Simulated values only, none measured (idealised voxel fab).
Process module name: voxel transistor to metal
Cross-section cut: width 190 nm, square cells of 5 nm.
How to read a cross-section here: the picture is a grid of square cells, written as bands going from the top down, and any band can span one or more rows of cells. Within each band entry, the heights of the top and of the bottom of the band appear first, in that order and in nm; the materials of the band then follow from left to right, each with its corresponding width in nm. The designation "full width" on a single material indicates that it fills the band from edge to edge; the designation "empty" indicates empty space. For the purposes of this specification, 0 denotes the height below which the wafer in its as-received condition is composed wholly of one material, and the lowermost band, lacking a lower limit, extends downward without end, as expressed in "0 and below". The two numbers in a width such as "30 to 40" mark its ends across the band: the first belongs to the top row of cells, the second to the bottom row, and from each row to the next the width moves by the same amount. Basically "nothing different" means that step didn't change any cell in the cross-section. "Voids, fully enclosed": sealed empty spaces, 8 cells or more, no open way to top, listed width x height at distance, with distance from the left edge and width, height and distance in nm. Where a step's line continues beyond its settings, the continuation is a remark by the simulator itself on that step. For masked steps, "overlay nm" on the step line gives how far right of plan the mask actually lay; a minus sign means it lay to the left.
Plan:
1. RECEIVE: material Si
2. CONFORMAL_DEP: material SiO2, thk nm 5
3. CONFORMAL_DEP: material SiN, thk nm 15
4. MASKED_ETCH: tone cover, mask id ACTIVE, width nm 115, etch materials SiN, depth nm 15, overlay nm 0
5. MASKED_ETCH: tone cover, mask id ACTIVE, width nm 115, etch materials SiO2, depth nm 5, overlay nm -15
6. MASKED_ETCH: tone cover, mask id ACTIVE, width nm 115, etch materials Si, depth nm 30, overlay nm 0
7. OXIDIZE: depth nm 5
8. FILL_DEP: material SiO2, thk nm 10
9. CMP: height nm 20
10. SELECTIVE_ETCH: etch materials SiO2, depth nm 15
11. STRIP: etch materials SiN
12. SELECTIVE_ETCH: etch materials SiO2, depth nm 5
13. OXIDIZE: depth nm 5
14. DIRECTIONAL_DEP: material polySi, thk nm 25
15. DIRECTIONAL_DEP: material SiCN, thk nm 10
16. PATTERN: tone cover, mask id GATE, material resist, width nm 25, thk nm 20, overlay nm 0
17. DIRECTIONAL_ETCH: etch materials SiCN, depth nm 20
18. DIRECTIONAL_ETCH: etch materials polySi, depth nm 35
19. STRIP: etch materials resist
20. CONFORMAL_DEP: material SiO2, thk nm 5
21. DIRECTIONAL_ETCH: etch materials SiO2, depth nm 5
22. CONFORMAL_DEP: material SiN, thk nm 5
23. DIRECTIONAL_ETCH: etch materials SiN, depth nm 5
24. DIRECTIONAL_ETCH: etch materials SiO2, depth nm 5
25. EPI: material pSi, thk nm 5
26. FILL_DEP: material SiO2, thk nm 10
27. CMP: height nm 35
28. DIRECTIONAL_DEP: material SiO2, thk nm 10
29. MASKED_ETCH: tone open, mask id CONTACT, width nm 15, pitch nm 80, etch materials SiO2, depth nm 45, overlay nm 0
30. CONFORMAL_DEP: material TiN, thk nm 5
31. FILL_DEP: material Ru, thk nm 5
32. CMP: height nm 45
33. DIRECTIONAL_DEP: material TiN, thk nm 5
34. DIRECTIONAL_DEP: material W, thk nm 25
35. MASKED_ETCH: tone cover, mask id METAL_1, width nm 15, pitch nm 80, etch materials W, depth nm 25, overlay nm 0
36. MASKED_ETCH: tone cover, mask id METAL_1, width nm 15, pitch nm 80, etch materials TiN, depth nm 5, overlay nm 0
37. CONFORMAL_DEP: material SiCN, thk nm 5
38. FILL_DEP: material SiO2, thk nm 5
39. CMP: height nm 75
40. CONFORMAL_DEP: material SiN, thk nm 5
It is noted that the wafers described herein are identical at the outset and are distinguished by the overlay nm of step 5; the value stated in the plan corresponds to the first wafer.
First of several wafers (as received, post step 1), cross-sectional view:
0 and below: Si full width
Voids, fully enclosed: none
Each wafer at the end: cells of each material gained (+) or lost (-) since it was received, then its closed voids:
overlay nm -15 | +16 Ru | -122 Si | +62 SiCN | +52 SiN | +484 SiO2 | +44 TiN | +30 W | +17 pSi | +25 polySi | Voids, fully enclosed: none
overlay nm -10 | +16 Ru | -128 Si | +62 SiCN | +52 SiN | +491 SiO2 | +44 TiN | +30 W | +16 pSi | +25 polySi | Voids, fully enclosed: none
overlay nm -5 | +16 Ru | -134 Si | +62 SiCN | +52 SiN | +498 SiO2 | +44 TiN | +30 W | +15 pSi | +25 polySi | Voids, fully enclosed: none
overlay nm 0 | +16 Ru | -140 Si | +62 SiCN | +52 SiN | +505 SiO2 | +44 TiN | +30 W | +14 pSi | +25 polySi | Voids, fully enclosed: none
overlay nm 5 | +16 Ru | -134 Si | +62 SiCN | +52 SiN | +498 SiO2 | +44 TiN | +30 W | +15 pSi | +25 polySi | Voids, fully enclosed: none
overlay nm 10 | +16 Ru | -128 Si | +62 SiCN | +52 SiN | +491 SiO2 | +44 TiN | +30 W | +16 pSi | +25 polySi | Voids, fully enclosed: none
overlay nm 15 | +16 Ru | -122 Si | +62 SiCN | +52 SiN | +484 SiO2 | +44 TiN | +30 W | +17 pSi | +25 polySi | Voids, fully enclosed: none
